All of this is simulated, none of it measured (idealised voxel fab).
process module | voxel self aligned vias
cross-section cut | 235 nm wide | cells 5 nm
A cross-section is a grid of square cells, given in bands from the top down. A band is one or more rows of cells.
Each band's line starts with the height of the band's top and of its bottom, in nm. Then come its materials from left to right, each with its width in nm. One material with "throughout" fills the band from edge to edge. "air" is empty space.
Height 0 is the level under which the wafer as received is all one material. The lowest band goes on downwards, as in "0 down".
A width such as "30 to 40" changes by the same amount from each row of cells to the next, from the band's top row to its bottom row.
"no change" after a step means that no cell of the cross-section changed.
closed voids: empty space of 8 cells or more with no open way to the top, each as width x height at its distance from the left edge, in nm
after a step's settings: what the simulator itself notes on the step
overlay nm, on a step with a mask: how far to the right of its planned place the mask lay; to the left if negative
plan
1 op RECEIVE | material Si
2 op CONFORMAL_DEP | material SiO2 | thk nm 10
3 op CONFORMAL_DEP | material SiCN | thk nm 5
4 op DIRECTIONAL_DEP | material SiO2 | thk nm 30
5 op MASKED_ETCH | tone open | mask id LINES | width nm 15 | pitch nm 70 | etch materials SiO2 | depth nm 30 | overlay nm 0
6 op CONFORMAL_DEP | material TiN | thk nm 5
7 op FILL_DEP | material Ru | thk nm 5
8 op CMP | height nm 45
9 op SELECTIVE_ETCH | etch materials W Ru TiN | depth nm 10
10 op FILL_DEP | material SiN | thk nm 10
11 op CMP | height nm 45
12 op DIRECTIONAL_DEP | material SiO2 | thk nm 15
13 op DIRECTIONAL_DEP | material aC | thk nm 10
14 op PATTERN | tone open | mask id VIAS | material resist | width nm 45 | pitch nm 70 | thk nm 30 | overlay nm 0
15 op DIRECTIONAL_ETCH | etch materials aC | depth nm 10
16 op STRIP | etch materials resist
17 op DIRECTIONAL_ETCH | etch materials SiO2 | depth nm 15
18 op DIRECTIONAL_ETCH | etch materials SiN | depth nm 10
19 op STRIP | etch materials aC
20 op CONFORMAL_DEP | material TiN | thk nm 5
21 op FILL_DEP | material W | thk nm 10
22 op CMP | height nm 60
23 op CONFORMAL_DEP | material SiN | thk nm 5
varied across the wafers: width nm of step 5. The plan shows the first wafer's value. All wafers start alike
first wafer as received, after step 1
  0 down: Si throughout
  closed voids: none
each wafer at the end: cells of each material gained (+) or lost (-) since it was received, then its closed voids
width nm 15 | +6 Ru | +47 SiCN | +47 SiN | +427 SiO2 | +52 TiN | +32 W | closed voids: none
width nm 20 | +12 Ru | +47 SiCN | +47 SiN | +415 SiO2 | +54 TiN | +36 W | closed voids: none
width nm 25 | +18 Ru | +47 SiCN | +47 SiN | +403 SiO2 | +56 TiN | +40 W | closed voids: none
width nm 30 | +24 Ru | +47 SiCN | +47 SiN | +391 SiO2 | +58 TiN | +44 W | closed voids: none
width nm 35 | +30 Ru | +47 SiCN | +47 SiN | +379 SiO2 | +60 TiN | +48 W | closed voids: none
width nm 40 | +36 Ru | +47 SiCN | +47 SiN | +367 SiO2 | +62 TiN | +52 W | closed voids: none
